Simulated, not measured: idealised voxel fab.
Herein follows the process module entitled voxel air gaps.
The cross-section shown here is cut; it is 245 nm wide and divided into square cells measuring 5 nm on a side.
Each cross-section below is a grid of square cells, stated as bands in top-down order, with one or more rows of cells making up each band. It is stipulated that each band's entry specify, in nanometres, the height of the top of the band and then that of its bottom, followed by the materials of the band in left-to-right sequence, each together with its width in nanometres. A single material marked by the word "edge to edge" is understood to fill the band from edge to edge; the word "air" is understood to denote empty space. The level at which height equals 0 is the one under which the wafer, as it arrives, is entirely one material. No lower edge exists for the bottom band, which continues downward and is notated as in "from 0 down". Read "30 to 40" as a graded width: first number on top, second number at the bottom, same change between each pair of neighbouring rows. Step note "no alteration" = no cross-section cell changed. Closed void listing: empty space of 8 cells or more with no open way to the top, each as width x height at its distance from the left edge, in nm. Read whatever lies past the settings on a step's line as the simulator's own remark about the step. overlay nm: where the mask lay relative to plan, measured to the right, on steps with a mask; negatives go left.
## Here's what the planned process steps look like
| 1 | RECEIVE,material Si |
| 2 | CONFORMAL_DEP,material SiO2,thk nm 15 |
| 3 | CONFORMAL_DEP,material SiCN,thk nm 5 |
| 4 | DIRECTIONAL_DEP,material lowk,thk nm 35 |
| 5 | PATTERN,tone open,mask id LINES,material resist,width nm 25,pitch nm 55,thk nm 20,overlay nm 0 |
| 6 | DIRECTIONAL_ETCH,etch materials lowk,depth nm 35 |
| 7 | STRIP,etch materials resist |
| 8 | CONFORMAL_DEP,material TiN,thk nm 5 |
| 9 | FILL_DEP,material W,thk nm 5 |
| 10 | CMP,height nm 55 |
| 11 | EPI,material Ru,thk nm 10 |
| 12 | SELECTIVE_ETCH,etch materials lowk,depth nm 45 |
| 13 | CONFORMAL_DEP,material SiCN,thk nm 5 |
## Cross-section: wafer on arrival = after step 1
* from 0 down | Si edge to edge
* Closed void listing: none
## Look at the cross-section after the module: the wafer started out the way shown above and the plan was the one shown above, yet one mistake was made along the way
* from 70 to 65 | air=40 / SiCN=165 / air=40
* from 65 to 55 | air=40 / SiCN=5 / Ru=45 / SiCN=10 / Ru=45 / SiCN=10 / Ru=45 / SiCN=5 / air=40
* from 55 to 25 | air=40 / SiCN=5 / Ru=10 / TiN=5 / W=15 / TiN=5 / Ru=10 / SiCN=10 / Ru=10 / TiN=5 / W=15 / TiN=5 / Ru=10 / SiCN=10 / Ru=10 / TiN=5 / W=15 / TiN=5 / Ru=10 / SiCN=5 / air=40
* from 25 to 20 | SiCN=45 / Ru=10 / TiN=25 / Ru=10 / SiCN=10 / Ru=10 / TiN=25 / Ru=10 / SiCN=10 / Ru=10 / TiN=25 / Ru=10 / SiCN=45
* from 20 to 15 | SiCN edge to edge
* from 15 to 0 | SiO2 edge to edge
* from 0 down | Si edge to edge
* Closed void listing: none
what went wrong: a sequencing error occurred in which plan steps 11 and 12 were transposed
